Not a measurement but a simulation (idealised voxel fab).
process module | voxel transistor to metal
cross-section cut | 175 nm wide | cells 5 nm
A cross-section is a grid of square cells, given in bands from the top down. A band is one or more rows of cells.
Each band's line starts with the height of the band's top and of its bottom, in nm. Then come its materials from left to right, each with its width in nm. One material with "throughout" fills the band from edge to edge. "air" is empty space.
Height 0 is the level under which the wafer as received is all one material. The lowest band goes on downwards, as in "0 down".
A width such as "30 to 40" changes by the same amount from each row of cells to the next, from the band's top row to its bottom row.
"no change" after a step means that no cell of the cross-section changed.
closed voids: empty space of 8 cells or more with no open way to the top, each as width x height at its distance from the left edge, in nm
after a step's settings: what the simulator itself notes on the step
overlay nm, on a step with a mask: how far to the right of its planned place the mask lay; to the left if negative
plan
1 op RECEIVE | material Si
2 op OXIDIZE | depth nm 5
3 op CONFORMAL_DEP | material SiN | thk nm 15
4 op PATTERN | tone cover | mask id ACTIVE | material resist | width nm 135 | thk nm 20 | overlay nm 0
5 op DIRECTIONAL_ETCH | etch materials SiN | depth nm 15
6 op DIRECTIONAL_ETCH | etch materials SiO2 | depth nm 5
7 op DIRECTIONAL_ETCH | etch materials Si | depth nm 25
8 op STRIP | etch materials resist
9 op FILL_DEP | material SiO2 | thk nm 15
10 op CMP | height nm 15
11 op SELECTIVE_ETCH | etch materials SiO2 | depth nm 10
12 op STRIP | etch materials SiN
13 op SELECTIVE_ETCH | etch materials SiO2 | depth nm 5
14 op OXIDIZE | depth nm 5
15 op DIRECTIONAL_DEP | material polySi | thk nm 30
16 op DIRECTIONAL_DEP | material SiCN | thk nm 15
17 op PATTERN | tone cover | mask id GATE | material resist | width nm 35 | thk nm 20 | overlay nm 0
18 op DIRECTIONAL_ETCH | etch materials SiCN | depth nm 25
19 op DIRECTIONAL_ETCH | etch materials polySi | depth nm 40
20 op STRIP | etch materials resist
21 op CONFORMAL_DEP | material SiO2 | thk nm 5
22 op DIRECTIONAL_ETCH | etch materials SiO2 | depth nm 5
23 op CONFORMAL_DEP | material SiN | thk nm 10
24 op DIRECTIONAL_ETCH | etch materials SiN | depth nm 10
25 op DIRECTIONAL_ETCH | etch materials SiO2 | depth nm 5
26 op DIRECTIONAL_ETCH | etch materials Si | depth nm 15
27 op EPI | material nSi | thk nm 15
28 op FILL_DEP | material SiO2 | thk nm 5
29 op CMP | height nm 25
30 op STRIP | etch materials polySi
31 op SELECTIVE_ETCH | etch materials SiO2 | depth nm 5
32 op CONFORMAL_DEP | material HfO2 | thk nm 5
33 op CONFORMAL_DEP | material TiN | thk nm 5
34 op FILL_DEP | material W | thk nm 5
35 op CMP | height nm 20
36 op DIRECTIONAL_DEP | material SiO2 | thk nm 10
37 op MASKED_ETCH | tone open | mask id CONTACT | width nm 20 | pitch nm 95 | etch materials SiO2 | depth nm 25 | overlay nm 0
38 op CONFORMAL_DEP | material TiN | thk nm 5
39 op FILL_DEP | material W | thk nm 10
40 op CMP | height nm 30
41 op DIRECTIONAL_DEP | material TiN | thk nm 5
42 op DIRECTIONAL_DEP | material W | thk nm 15
43 op DIRECTIONAL_DEP | material aC | thk nm 10
44 op PATTERN | tone cover | mask id METAL_1 | material resist | width nm 20 | pitch nm 95 | thk nm 30 | overlay nm 0
45 op DIRECTIONAL_ETCH | etch materials aC | depth nm 10
46 op STRIP | etch materials resist
47 op DIRECTIONAL_ETCH | etch materials W | depth nm 15
48 op DIRECTIONAL_ETCH | etch materials TiN | depth nm 5
49 op STRIP | etch materials aC
50 op CONFORMAL_DEP | material SiCN | thk nm 5
51 op FILL_DEP | material lowk | thk nm 10
52 op CMP | height nm 50
53 op CONFORMAL_DEP | material SiCN | thk nm 5
as received, after step 1
  0 down: Si throughout
  closed voids: none
a wafer at the end: this start, this plan, one mistake
  55 to 50: SiCN throughout
  50 to 35: lowk 25 | SiCN 5 | W 20 | SiCN 5 | lowk 65 | SiCN 5 | W 20 | SiCN 5 | lowk 25
  35 to 30: SiCN 30 | TiN 20 | SiCN 75 | TiN 20 | SiCN 30
  30 to 20: SiO2 30 | TiN 5 | W 10 | TiN 5 | SiO2 75 | TiN 5 | W 10 | TiN 5 | SiO2 30
  20 to 10: SiO2 30 | TiN 5 | W 10 | TiN 5 | SiO2 5 | SiN 10 | TiN 5 | HfO2 5 | W 25 | HfO2 5 | TiN 5 | SiN 10 | SiO2 5 | TiN 5 | W 10 | TiN 5 | SiO2 30
  10 to 5: SiO2 30 | TiN 20 | SiO2 5 | SiN 10 | TiN 5 | HfO2 5 | W 25 | HfO2 5 | TiN 5 | SiN 10 | SiO2 5 | TiN 20 | SiO2 30
  5 to 0: SiO2 25 | nSi 30 | SiN 10 | TiN 5 | HfO2 5 | W 25 | HfO2 5 | TiN 5 | SiN 10 | nSi 30 | SiO2 25
  0 to -5: SiO2 20 | SiN 10 | nSi 25 | SiN 10 | TiN 5 | HfO2 35 | TiN 5 | SiN 10 | nSi 25 | SiN 10 | SiO2 20
  -5 to -10: SiO2 30 | nSi 25 | SiO2 10 | TiN 45 | SiO2 10 | nSi 25 | SiO2 30
  -10 to -25: SiO2 20 | Si 10 | nSi 25 | Si 65 | nSi 25 | Si 10 | SiO2 20
  -25 to -30: SiO2 20 | Si 135 | SiO2 20
  -30 down: Si throughout
  closed voids: none
what went wrong: steps 32 and 33 were swapped
